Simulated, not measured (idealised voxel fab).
Process module in this document: voxel capacitor over wiring
Xsec cut, 290 nm wide, square cell size 5 nm.
Cross-section, as written here: a square-cell grid given band by band from the top down, where a band holds one or more rows of cells. Top, bottom (nm), then materials left to right with widths (nm); lone material tagged "full width" fills the whole band edge to edge; "empty" = empty space. The level at which height equals 0 is the one under which the wafer, as it arrives, is entirely one material. No lower edge exists for the bottom band, which continues downward and is notated as in "0 down". When a width is written as two numbers, as in "30->40", the first number is the width in the top row of cells of the band and the second is the width in its bottom row, and the width changes by the same amount from each row to the next. For the purposes of this document, the phrase "everything unchanged" attached to a step denotes that no cell within the cross-section was modified by that step. "Fully sealed cavities" means: voids of 8 cells or more that are shut off from the top with no open way through. Written width x height at distance, distance from the left edge, in nm. Note: text after step settings on the step line = simulator remark on that step. overlay nm: for a step with a mask, the amount by which the mask lay right of where it was planned; a negative amount means left of it.

The process steps that were planned are listed below:
1,op RECEIVE | material Si
2,op CONFORMAL_DEP | material SiO2 | thk nm 10
3,op DIRECTIONAL_DEP | material TiN | thk nm 5
4,op DIRECTIONAL_DEP | material W | thk nm 25
5,op MASKED_ETCH | tone cover | mask id METAL_1 | width nm 20 | pitch nm 90 | etch materials W | depth nm 25 | overlay nm 0
6,op MASKED_ETCH | tone cover | mask id METAL_1 | width nm 20 | pitch nm 90 | etch materials TiN | depth nm 5 | overlay nm 0
7,op FILL_DEP | material SiO2 | thk nm 10
8,op CMP | height nm 40
9,op CONFORMAL_DEP | material SiCN | thk nm 5
10,op DIRECTIONAL_DEP | material SiO2 | thk nm 20
11,op MASKED_ETCH | tone open | mask id PLUG_1 | width nm 15 | etch materials SiO2 | depth nm 20 | overlay nm 0
12,op MASKED_ETCH | tone open | mask id PLUG_1 | width nm 15 | etch materials SiCN | depth nm 5 | overlay nm 0
13,op EPI | material Ru | thk nm 10
14,op EPI | material Ru | thk nm 10
15,op EPI | material Ru | thk nm 5
16,op DIRECTIONAL_DEP | material TiN | thk nm 10
17,op DIRECTIONAL_DEP | material HfO2 | thk nm 5
18,op DIRECTIONAL_DEP | material TiN | thk nm 5
19,op MASKED_ETCH | tone cover | mask id UPPER_PLATE | width nm 75 | etch materials TiN | depth nm 5 | overlay nm 0
20,op MASKED_ETCH | tone cover | mask id UPPER_PLATE | width nm 75 | etch materials HfO2 | depth nm 5 | overlay nm 0
21,op DIRECTIONAL_DEP | material aC | thk nm 15
22,op PATTERN | tone cover | mask id LOWER_PLATE | material resist | width nm 85 | thk nm 30 | overlay nm 0
23,op DIRECTIONAL_ETCH | etch materials aC | depth nm 15
24,op STRIP | etch materials resist
25,op DIRECTIONAL_ETCH | etch materials TiN | depth nm 10
26,op STRIP | etch materials aC
27,op FILL_DEP | material SiO2 | thk nm 15
28,op CMP | height nm 95
29,op DIRECTIONAL_DEP | material aC | thk nm 15
30,op PATTERN | tone open | mask id PLUG_2 | material resist | width nm 15 | thk nm 30 | overlay nm 0
31,op DIRECTIONAL_ETCH | etch materials aC | depth nm 15
32,op STRIP | etch materials resist
33,op DIRECTIONAL_ETCH | etch materials SiO2 | depth nm 10
34,op STRIP | etch materials aC
35,op CONFORMAL_DEP | material TiN | thk nm 5
36,op FILL_DEP | material W | thk nm 5
37,op CMP | height nm 95
38,op CONFORMAL_DEP | material SiCN | thk nm 5

The first wafer of two, processed as planned:

So this is the incoming wafer in cross-section - it's already been through step 1:
0 down | Si full width
Fully sealed cavities: none

Wafer xsec, post step 2:
10 to 0 | SiO2 full width
Below 0, the layers are the same as they were.

Wafer xsec, post step 3:
15 to 10 | TiN full width
Below 10, the layers are the same as they were.

Wafer xsec, post step 4:
40 to 15 | W full width
Below 15, the layers are the same as they were.

Wafer xsec, post step 5:
40 to 15 | empty 90  W 20  empty 70  W 20  empty 90
Below 15, the layers are the same as they were.

Wafer xsec, post step 6:
40 to 15 | empty 90  W 20  empty 70  W 20  empty 90
15 to 10 | empty 90  TiN 20  empty 70  TiN 20  empty 90
Below 10, the layers are the same as they were.

Wafer xsec, post step 7:
50 to 40 | SiO2 full width
40 to 15 | SiO2 90  W 20  SiO2 70  W 20  SiO2 90
15 to 10 | SiO2 90  TiN 20  SiO2 70  TiN 20  SiO2 90
Below 10, the layers are the same as they were.

Wafer xsec, post step 8:
40 to 15 | SiO2 90  W 20  SiO2 70  W 20  SiO2 90
Below 15, the layers are the same as they were.

Wafer xsec, post step 9:
45 to 40 | SiCN full width
Below 40, the layers are the same as they were.

Wafer xsec, post step 10:
65 to 45 | SiO2 full width
Below 45, the layers are the same as they were.

Wafer xsec, post step 11:
65 to 45 | SiO2 95  empty 15  SiO2 180
Below 45, the layers are the same as they were.

Wafer xsec, post step 12:
65 to 45 | SiO2 95  empty 15  SiO2 180
45 to 40 | SiCN 95  empty 15  SiCN 180
Below 40, the layers are the same as they were.

Wafer xsec, post step 13:
65 to 50 | SiO2 95  empty 15  SiO2 180
50 to 45 | SiO2 95  Ru 15  SiO2 180
45 to 40 | SiCN 95  Ru 15  SiCN 180
Below 40, the layers are the same as they were.

Wafer xsec, post step 14:
65 to 60 | SiO2 95  empty 15  SiO2 180
60 to 45 | SiO2 95  Ru 15  SiO2 180
Below 45, the layers are the same as they were.

Wafer xsec, post step 15:
65 to 45 | SiO2 95  Ru 15  SiO2 180
Below 45, the layers are the same as they were.

Wafer xsec, post step 16:
75 to 65 | TiN full width
Below 65, the layers are the same as they were.

Wafer xsec, post step 17:
80 to 75 | HfO2 full width
Below 75, the layers are the same as they were.

Wafer xsec, post step 18:
85 to 80 | TiN full width
Below 80, the layers are the same as they were.

Wafer xsec, post step 19:
85 to 80 | empty 95  TiN 75  empty 120
Below 80, the layers are the same as they were.

Wafer xsec, post step 20:
85 to 80 | empty 95  TiN 75  empty 120
80 to 75 | empty 95  HfO2 75  empty 120
Below 75, the layers are the same as they were.

Wafer xsec, post step 21:
100 to 90 | empty 95  aC 75  empty 120
90 to 85 | aC full width
85 to 80 | aC 95  TiN 75  aC 120
80 to 75 | aC 95  HfO2 75  aC 120
Below 75, the layers are the same as they were.

Wafer xsec, post step 22:
130 to 100 | empty 90  resist 85  empty 115
100 to 90 | empty 90  resist 5  aC 75  resist 5  empty 115
Below 90, the layers are the same as they were.

Wafer xsec, post step 23:
115 to 100 | empty 90  resist 85  empty 115
100 to 90 | empty 90  resist 5  aC 75  resist 5  empty 115
90 to 85 | empty 90  aC 85  empty 115
85 to 80 | empty 90  aC 5  TiN 75  aC 5  empty 115
80 to 75 | empty 90  aC 5  HfO2 75  aC 5  empty 115
Below 75, the layers are the same as they were.

Wafer xsec, post step 24:
100 to 90 | empty 95  aC 75  empty 120
Below 90, the layers are the same as they were.

Wafer xsec, post step 25:
100 to 90 | empty 95  aC 75  empty 120
90 to 85 | empty 90  aC 85  empty 115
85 to 80 | empty 90  aC 5  TiN 75  aC 5  empty 115
80 to 75 | empty 90  aC 5  HfO2 75  aC 5  empty 115
75 to 65 | empty 90  TiN 85  empty 115
Below 65, the layers are the same as they were.

Wafer xsec, post step 26:
85 to 80 | empty 95  TiN 75  empty 120
80 to 75 | empty 95  HfO2 75  empty 120
Below 75, the layers are the same as they were.

Wafer xsec, post step 27:
100 to 85 | SiO2 full width
85 to 80 | SiO2 95  TiN 75  SiO2 120
80 to 75 | SiO2 95  HfO2 75  SiO2 120
75 to 65 | SiO2 90  TiN 85  SiO2 115
Below 65, the layers are the same as they were.

Wafer xsec, post step 28:
95 to 85 | SiO2 full width
Below 85, the layers are the same as they were.

Wafer xsec, post step 29:
110 to 95 | aC full width
Below 95, the layers are the same as they were.

Wafer xsec, post step 30:
140 to 110 | resist 105  empty 15  resist 170
Below 110, the layers are the same as they were.

Wafer xsec, post step 31:
125 to 110 | resist 105  empty 15  resist 170
110 to 95 | aC 105  empty 15  aC 170
Below 95, the layers are the same as they were.

Wafer xsec, post step 32:
110 to 95 | aC 105  empty 15  aC 170
Below 95, the layers are the same as they were.

Wafer xsec, post step 33:
110 to 95 | aC 105  empty 15  aC 170
95 to 85 | SiO2 105  empty 15  SiO2 170
Below 85, the layers are the same as they were.

Wafer xsec, post step 34:
95 to 85 | SiO2 105  empty 15  SiO2 170
Below 85, the layers are the same as they were.

Wafer xsec, post step 35:
100 to 95 | TiN 110  empty 5  TiN 175
95 to 90 | SiO2 105  TiN 5  empty 5  TiN 5  SiO2 170
90 to 80 | SiO2 105->95  TiN 15->75  SiO2 170->120
Below 80, the layers are the same as they were.

Wafer xsec, post step 36:
105 to 100 | W full width
100 to 95 | TiN 110  W 5  TiN 175
95 to 90 | SiO2 105  TiN 5  W 5  TiN 5  SiO2 170
Below 90, the layers are the same as they were.

Wafer xsec, post step 37:
95 to 90 | SiO2 105  TiN 5  W 5  TiN 5  SiO2 170
Below 90, the layers are the same as they were.

Wafer xsec, post step 38:
100 to 95 | SiCN full width
Below 95, the layers are the same as they were.

The second wafer was prepared from the same starting point and under the same plan as the first; its processing contained one mistake, and it remains indistinguishable from the first wafer up to and including step 24:

Second wafer, cross-section, planned end of step 25:
100 to 90 | empty 95  aC 75  empty 120
90 to 85 | empty 90  aC 85  empty 115
85 to 80 | empty 90  aC 5  TiN 75  aC 5  empty 115
80 to 75 | empty 90  aC 5  HfO2 75  aC 5  empty 115
75 to 70 | empty 90  TiN 85  empty 115
Below 70, the layers are the same as they were.

Second wafer, cross-section, planned end of step 26:
85 to 80 | empty 95  TiN 75  empty 120
80 to 75 | empty 95  HfO2 75  empty 120
Below 75, the layers are the same as they were.

Second wafer, cross-section, planned end of step 27:
100 to 85 | SiO2 full width
85 to 80 | SiO2 95  TiN 75  SiO2 120
80 to 75 | SiO2 95  HfO2 75  SiO2 120
75 to 70 | SiO2 90  TiN 85  SiO2 115
Below 70, the layers are the same as they were.

Second wafer, cross-section, planned end of step 28:
95 to 85 | SiO2 full width
Below 85, the layers are the same as they were.

Second wafer, cross-section, planned end of step 29:
110 to 95 | aC full width
Below 95, the layers are the same as they were.

Second wafer, cross-section, planned end of step 30:
140 to 110 | resist 105  empty 15  resist 170
Below 110, the layers are the same as they were.

Second wafer, cross-section, planned end of step 31:
125 to 110 | resist 105  empty 15  resist 170
110 to 95 | aC 105  empty 15  aC 170
Below 95, the layers are the same as they were.

Second wafer, cross-section, planned end of step 32:
110 to 95 | aC 105  empty 15  aC 170
Below 95, the layers are the same as they were.

Second wafer, cross-section, planned end of step 33:
110 to 95 | aC 105  empty 15  aC 170
95 to 85 | SiO2 105  empty 15  SiO2 170
Below 85, the layers are the same as they were.

Second wafer, cross-section, planned end of step 34:
95 to 85 | SiO2 105  empty 15  SiO2 170
Below 85, the layers are the same as they were.

Second wafer, cross-section, planned end of step 35:
100 to 95 | TiN 110  empty 5  TiN 175
95 to 90 | SiO2 105  TiN 5  empty 5  TiN 5  SiO2 170
90 to 80 | SiO2 105->95  TiN 15->75  SiO2 170->120
Below 80, the layers are the same as they were.

Second wafer, cross-section, planned end of step 36:
105 to 100 | W full width
100 to 95 | TiN 110  W 5  TiN 175
95 to 90 | SiO2 105  TiN 5  W 5  TiN 5  SiO2 170
Below 90, the layers are the same as they were.

Second wafer, cross-section, planned end of step 37:
95 to 90 | SiO2 105  TiN 5  W 5  TiN 5  SiO2 170
Below 90, the layers are the same as they were.

Second wafer, cross-section, planned end of step 38:
100 to 95 | SiCN full width
Below 95, the layers are the same as they were.
Short version of what went wrong: in deviation from the planned setting, step 25 was conducted as op DIRECTIONAL_ETCH | etch materials TiN | depth nm 5
The second wafer ends with more or fewer cells of some materials than the first, per final count: SiO2 -41 | TiN +41
